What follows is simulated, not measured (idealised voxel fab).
The following is a process module called voxel spacer lines.
The width of the displayed cross-section, cut, is 275 nm; its cells are square, with a size of 5 nm.
Think of the cross-section as a grid of square cells. We describe it in bands, top to bottom, and each band covers one or more rows of those cells. Band: top height; bottom height; in nm. Then, left to right: material with width in nm, for each material. "full width": a single material spanning edge to edge. "air": empty space. Below 0: as-received wafer, all one material; heights counted from there. Lowest band: no bottom, goes on down, written "from 0 down". It should be noted that a width expressed as "30 to 40" varies in equal increments from row to row of cells within the band, taking the value of the first number at the top row and that of the second number at the bottom row. Given "remains unaltered" for a step, no cell of the cross-section differs between before and after that step. Basically, "Entrapped voids" tells you about the enclosed voids: empty spaces with no open way to the top, 8 cells or bigger, each written width x height at distance, where distance is from the left edge, all in nm. On a step's line, text after the settings is the simulator commenting on that step. When a step includes a mask, the "overlay nm" setting on its line states how far to the right of its planned place that mask lay, and negative values state how far to the left.
## List of planned process steps
1. RECEIVE [material Si]
2. CONFORMAL_DEP [material SiO2] [thk nm 5]
3. DIRECTIONAL_DEP [material TiN] [thk nm 20]
4. DIRECTIONAL_DEP [material polySi] [thk nm 30]
5. PATTERN [tone cover] [mask id MANDREL] [material resist] [width nm 15] [pitch nm 60] [thk nm 40] [overlay nm -15]
6. DIRECTIONAL_ETCH [etch materials polySi] [depth nm 30]
7. STRIP [etch materials resist]
8. CONFORMAL_DEP [material SiN] [thk nm 15]
9. DIRECTIONAL_ETCH [etch materials SiN] [depth nm 15]
10. STRIP [etch materials polySi]
11. DIRECTIONAL_ETCH [etch materials TiN] [depth nm 20]
12. STRIP [etch materials SiN]
The plan shows the overlay nm of step 5 as the first wafer had it; this setting differs between the wafers, which start out alike.
## After step 1, as received: first of several wafers, cross-section
    from 0 down: Si full width
    Entrapped voids: none
## Module end state after final step 12: cross-section of the first of several wafers
    from 25 to 5: air: 40 / TiN: 15 / air: 15 / TiN: 15 / air: 15 / TiN: 15 / air: 15 / TiN: 15 / air: 15 / TiN: 15 / air: 15 / TiN: 15 / air: 70
    from 5 to 0: SiO2 full width
    from 0 down: Si full width
    Entrapped voids: none
## Cross-section, last wafer, module completion
    from 25 to 5: air: 70 / TiN: 15 / air: 15 / TiN: 15 / air: 15 / TiN: 15 / air: 15 / TiN: 15 / air: 15 / TiN: 15 / air: 15 / TiN: 15 / air: 40
    from 5 to 0: SiO2 full width
    from 0 down: Si full width
    Entrapped voids: none
## Quick key for the table: a row per wafer, taken at the end of the module. For each material it tells you how many cells the wafer gained (+) or lost (-) since it came in, and the closed voids come after
overlay nm -15, +55 SiO2, +72 TiN, Entrapped voids: none
overlay nm -10, +55 SiO2, +72 TiN, Entrapped voids: none
overlay nm -5, +55 SiO2, +72 TiN, Entrapped voids: none
overlay nm 0, +55 SiO2, +72 TiN, Entrapped voids: none
overlay nm 5, +55 SiO2, +72 TiN, Entrapped voids: none
overlay nm 10, +55 SiO2, +72 TiN, Entrapped voids: none
overlay nm 15, +55 SiO2, +72 TiN, Entrapped voids: none
